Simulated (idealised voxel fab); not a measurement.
The process module that follows is named voxel ribs on slabs.
Cross-section cut: width 175 nm, square cells of 5 nm.
Cross-section format: a grid of square cells, given as bands from top to bottom; each band is one or more rows of cells.
The entry gives the band's vertical extent as a top height and a bottom height in nm, then its horizontal make-up as materials from left to right, each with a width in nm. "blank" stands for empty space; a single material marked "full width" fills the band edge to edge.
All heights in this document are referenced to 0, defined as the level beneath which the wafer, as received, consists entirely of one material. The lowest band is not bounded below; it extends indefinitely downward and is written in the form "from 0 down".
A two-number width, for instance "30..40", indicates that the width is equal to the first number in the top row of the band and to the second number in the bottom row, and that it changes by a constant amount per row of cells.
For the purposes of this document, the phrase "remained the same" attached to a step denotes that no cell within the cross-section was modified by that step.
"Voids, fully enclosed" specifies each empty space that is not open to the top and that occupies no fewer than 8 cells, using the form width x height at distance, the distance measured from the left edge and all three quantities in nm.
Text after the settings on a step's line: the simulator's own remark on that step.
overlay nm, on a step with a mask: how far to the right of its planned place the mask lay; to the left if negative

### Process steps (planned)
1) RECEIVE: material Si
2) DIRECTIONAL_DEP: material SiO2, thk nm 25
3) DIRECTIONAL_DEP: material SiN, thk nm 15
4) MASKED_ETCH: tone cover, mask id RIB, width nm 30, etch materials SiN, depth nm 10, overlay nm 0
5) DIRECTIONAL_DEP: material aC, thk nm 10
6) PATTERN: tone cover, mask id SLAB, material resist, width nm 50, thk nm 30, overlay nm 0
7) DIRECTIONAL_ETCH: etch materials aC, depth nm 10
8) STRIP: etch materials resist
9) DIRECTIONAL_ETCH: etch materials SiN, depth nm 5
10) STRIP: etch materials aC
11) FILL_DEP: material SiO2, thk nm 20
12) CMP: height nm 55
13) DIRECTIONAL_DEP: material TiN, thk nm 10
14) MASKED_ETCH: tone cover, mask id HEATER, width nm 40, etch materials TiN, depth nm 10, overlay nm 0
15) CONFORMAL_DEP: material SiN, thk nm 10
Same starting wafers, different width nm at step 6. Plan value belongs to the first wafer.

### Received wafers, first of several: cross-section after step 1
> from 0 down | Si full width
> Voids, fully enclosed: none

### Per wafer (row), end of module: delta in cells per material since receipt, (+) for gained, (-) for lost; closed voids after that
width nm 50 | +100 SiN | +363 SiO2 | +16 TiN | Voids, fully enclosed: none
width nm 55 | +101 SiN | +362 SiO2 | +16 TiN | Voids, fully enclosed: none
width nm 60 | +102 SiN | +361 SiO2 | +16 TiN | Voids, fully enclosed: none
width nm 65 | +103 SiN | +360 SiO2 | +16 TiN | Voids, fully enclosed: none
width nm 70 | +104 SiN | +359 SiO2 | +16 TiN | Voids, fully enclosed: none
width nm 75 | +105 SiN | +358 SiO2 | +16 TiN | Voids, fully enclosed: none
